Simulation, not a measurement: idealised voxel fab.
process module | voxel local oxidation
Section cut is 185 nm wide and gridded with 5 nm square cells.
How to read a cross-section here: the picture is a grid of square cells, written as bands going from the top down, and any band can span one or more rows of cells. Quick guide to a band line: top height, bottom height (nm) up front; then every material left to right with its width in nm. Only one material and it's marked "edge to edge"? Then it fills the band edge to edge. And "empty" just means empty space. A quick word on heights: they are counted from 0, and under that level the wafer as it came to us is one material throughout. The lowest band is different from the rest in having no bottom; it simply continues downward, written as in "0 nm and below". Graded width ("30..40"): value in top row of band = first number; value in bottom row = second number; row-to-row change constant. Given "everything unchanged" for a step, no cell of the cross-section differs between before and after that step. This entry, "Closed void catalog", enumerates those empty regions of no fewer than 8 cells that possess no open connection to the top. Each region is reported in the form width x height at distance, the distance being taken from the left edge, with all three quantities expressed in nm. Heads up: the bit after the settings on a step's line is the simulator's remark on that step. Steps that use a mask can have "overlay nm" on their line. It says how far the mask sat to the right of where it was meant to be. Negative means to the left.
[These are the steps we planned for the process]
1. RECEIVE (material Si)
2. OXIDIZE (depth nm 5)
3. CONFORMAL_DEP (material SiN; thk nm 15)
4. PATTERN (tone cover; mask id ACTIVE; material resist; width nm 105; thk nm 20; overlay nm 0)
5. DIRECTIONAL_ETCH (etch materials SiN; depth nm 15)
6. STRIP (etch materials resist)
7. SELECTIVE_ETCH (etch materials SiO2; depth nm 5)
8. OXIDIZE (depth nm 10)
9. STRIP (etch materials SiN)
[On the first of the two wafers: run conducted according to plan]
[As-received wafer cross-section (after step 1)]
- 0 nm and below: Si edge to edge
- Closed void catalog: none
[Cross-section of the wafer subsequent to step 2]
- 0 nm to -5 nm: SiO2 edge to edge
- Note: structure below -5 unchanged.
[Cross-section of the wafer subsequent to step 3]
- 15 nm to 0 nm: SiN edge to edge
- Note: structure below 0 unchanged.
[Cross-section of the wafer subsequent to step 4]
- 35 nm to 15 nm: 40 empty / 105 resist / 40 empty
- Note: structure below 15 unchanged.
[Cross-section of the wafer subsequent to step 5]
- 35 nm to 15 nm: 40 empty / 105 resist / 40 empty
- 15 nm to 0 nm: 40 empty / 105 SiN / 40 empty
- Note: structure below 0 unchanged.
[Cross-section of the wafer subsequent to step 6]
- 15 nm to 0 nm: 40 empty / 105 SiN / 40 empty
- Note: structure below 0 unchanged.
[Cross-section of the wafer subsequent to step 7]
- 15 nm to 0 nm: 40 empty / 105 SiN / 40 empty
- 0 nm to -5 nm: 45 empty / 95 SiO2 / 45 empty
- Note: structure below -5 unchanged.
[Cross-section of the wafer subsequent to step 8]
- 15 nm to 0 nm: 40 empty / 105 SiN / 40 empty
- 0 nm to -5 nm: 45 empty / 95 SiO2 / 45 empty
- -5 nm to -15 nm: 55 SiO2 / 75 Si / 55 SiO2
- Note: structure below -15 unchanged.
[Cross-section of the wafer subsequent to step 9]
- 0 nm to -5 nm: 45 empty / 95 SiO2 / 45 empty
- Note: structure below -5 unchanged.
[Wafer two of two - same starting point, same process plan, one mistake in execution; matches wafer one up to and including step 3]
[The second wafer cut through, at the time step 4 was supposed to be finished]
- 35 nm to 15 nm: 40 empty / 110 resist / 35 empty
- Note: structure below 15 unchanged.
[The second wafer cut through, at the time step 5 was supposed to be finished]
- 35 nm to 15 nm: 40 empty / 110 resist / 35 empty
- 15 nm to 0 nm: 40 empty / 110 SiN / 35 empty
- Note: structure below 0 unchanged.
[The second wafer cut through, at the time step 6 was supposed to be finished]
- 15 nm to 0 nm: 40 empty / 110 SiN / 35 empty
- Note: structure below 0 unchanged.
[The second wafer cut through, at the time step 7 was supposed to be finished]
- 15 nm to 0 nm: 40 empty / 110 SiN / 35 empty
- 0 nm to -5 nm: 45 empty / 100 SiO2 / 40 empty
- Note: structure below -5 unchanged.
[The second wafer cut through, at the time step 8 was supposed to be finished]
- 15 nm to 0 nm: 40 empty / 110 SiN / 35 empty
- 0 nm to -5 nm: 45 empty / 100 SiO2 / 40 empty
- -5 nm to -15 nm: 55 SiO2 / 80 Si / 50 SiO2
- Note: structure below -15 unchanged.
[The second wafer cut through, at the time step 9 was supposed to be finished]
- 0 nm to -5 nm: 45 empty / 100 SiO2 / 40 empty
- Note: structure below -5 unchanged.
What was done differently from what was planned? step 4 did not use the planned setting and instead ran as PATTERN (tone cover; mask id ACTIVE; material resist; width nm 110; thk nm 20; overlay nm 0)
The closing comparison, in cells, has the second wafer with more or fewer of some materials than the first: Si: 2 more | SiO2: 1 fewer
